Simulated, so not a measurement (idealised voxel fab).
The process module that follows is named voxel released beams.
Cross-section cut: width 245 nm, square cells of 5 nm.
A cross-section in this document is a grid of square cells, and it is written down as bands, the top band listed before the ones below it; a band is made up of one or more rows of cells. This entry defines a band. It first specifies the height of the band's top and the height of its bottom in nm, and then specifies the band's materials from left to right, stating each material with its width in nm. The word "edge to edge" identifies a single material that fills the band from edge to edge, while the word "air" identifies empty space. For the purposes of this specification, 0 denotes the height below which the wafer in its as-received condition is composed wholly of one material, and the lowermost band, lacking a lower limit, extends downward without end, as expressed in "top 0, no bottom". A width given as "30..40" starts at the first number in the band's top row and ends at the second number in its bottom row, shifting by an equal amount at every step from row to row. What does "no modification" mean for a step? It means no cell of the cross-section changed in that step. Each empty space that has no open way to the top and spans at least 8 cells appears under "Entrapped void list" as width x height at distance, the distance counted from the left edge, all in nm. On each step's line, the part that comes after the settings is the simulator's own comment on the step. overlay nm: step with mask; distance mask lay right of planned place; negative value = left of planned place.
PROCESS STEPS FORESEEN IN THE PLAN
1) RECEIVE | material Si
2) CONFORMAL_DEP | material Al2O3 | thk nm 5
3) DIRECTIONAL_DEP | material SiO2 | thk nm 10
4) PATTERN | tone open | mask id ANCHOR | material resist | width nm 25 | thk nm 20 | overlay nm 0
5) DIRECTIONAL_ETCH | etch materials SiO2 | depth nm 10
6) STRIP | etch materials resist
7) CONFORMAL_DEP | material SiN | thk nm 10
8) MASKED_ETCH | tone cover | mask id BEAM | width nm 105 | etch materials SiN | depth nm 10 | overlay nm 0
9) STRIP | etch materials SiO2
THE CROSS-SECTION HERE SHOWS THE WAFER AS RECEIVED, I.E. IN ITS STATE AFTER STEP 1
	top 0, no bottom  Si edge to edge
	Entrapped void list: none
AS-PLANNED RUN: CROSS-SECTION OF THE FIRST OF TWO WAFERS AT END OF MODULE
	top 25, bottom 15  65 nm air  15 nm SiN  5 nm air  85 nm SiN  75 nm air
	top 15, bottom 5  70 nm air  25 nm SiN  150 nm air
	top 5, bottom 0  Al2O3 edge to edge
	top 0, no bottom  Si edge to edge
	Entrapped void list: none
WAFER TWO (OF TWO), END-OF-MODULE CROSS-SECTION: START = WAFER ONE, PLAN = WAFER ONE, ONE RUN MISTAKE
	top 20, bottom 10  65 nm air  15 nm SiN  5 nm air  85 nm SiN  75 nm air
	top 10, bottom 0  70 nm air  25 nm SiN  150 nm air
	top 0, no bottom  Si edge to edge
	Entrapped void list: none
Where did the run depart from the plan? with respect to the plan, step 2 was omitted and not executed
Once processing is complete, comparing cell counts shows that the second wafer has more or fewer of certain materials than the first: Al2O3 -49
